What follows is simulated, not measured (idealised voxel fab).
process module | voxel quadruple lines
cross-section cut | 215 nm wide | cells 5 nm
A cross-section is a grid of square cells, given in bands from the top down. A band is one or more rows of cells.
Each band's line starts with the height of the band's top and of its bottom, in nm. Then come its materials from left to right, each with its width in nm. One material with "throughout" fills the band from edge to edge. "air" is empty space.
Height 0 is the level under which the wafer as received is all one material. The lowest band goes on downwards, as in "0 down".
A width such as "30 to 40" changes by the same amount from each row of cells to the next, from the band's top row to its bottom row.
"no change" after a step means that no cell of the cross-section changed.
closed voids: empty space of 8 cells or more with no open way to the top, each as width x height at its distance from the left edge, in nm
after a step's settings: what the simulator itself notes on the step
overlay nm, on a step with a mask: how far to the right of its planned place the mask lay; to the left if negative
plan
1 op RECEIVE | material Si
2 op CONFORMAL_DEP | material SiO2 | thk nm 10
3 op DIRECTIONAL_DEP | material Ru | thk nm 15
4 op DIRECTIONAL_DEP | material polySi | thk nm 15
5 op DIRECTIONAL_DEP | material aC | thk nm 25
6 op PATTERN | tone cover | mask id MANDREL | material resist | width nm 20 | pitch nm 60 | thk nm 35 | overlay nm -15
7 op DIRECTIONAL_ETCH | etch materials aC | depth nm 25
8 op STRIP | etch materials resist
9 op CONFORMAL_DEP | material SiO2 | thk nm 10
10 op DIRECTIONAL_ETCH | etch materials SiO2 | depth nm 10
11 op STRIP | etch materials aC
12 op DIRECTIONAL_ETCH | etch materials polySi | depth nm 15
13 op STRIP | etch materials SiO2
14 op CONFORMAL_DEP | material SiCN | thk nm 5
15 op DIRECTIONAL_ETCH | etch materials SiCN | depth nm 5
16 op STRIP | etch materials polySi
17 op DIRECTIONAL_ETCH | etch materials Ru | depth nm 15
18 op STRIP | etch materials SiCN
19 op FILL_DEP | material lowk | thk nm 10
20 op CMP | height nm 25
varied across the wafers: overlay nm of step 6. The plan shows the first wafer's value. All wafers start alike
first wafer as received, after step 1
  0 down: Si throughout
  closed voids: none
each wafer at the end: cells of each material gained (+) or lost (-) since it was received, then its closed voids
overlay nm -15 | +24 Ru | +86 SiO2 | +105 lowk | closed voids: none
overlay nm -10 | +24 Ru | +86 SiO2 | +105 lowk | closed voids: none
overlay nm -5 | +24 Ru | +86 SiO2 | +105 lowk | closed voids: none
overlay nm 0 | +24 Ru | +86 SiO2 | +105 lowk | closed voids: none
overlay nm 5 | +24 Ru | +86 SiO2 | +105 lowk | closed voids: none
overlay nm 10 | +24 Ru | +86 SiO2 | +105 lowk | closed voids: none
overlay nm 15 | +24 Ru | +86 SiO2 | +105 lowk | closed voids: none
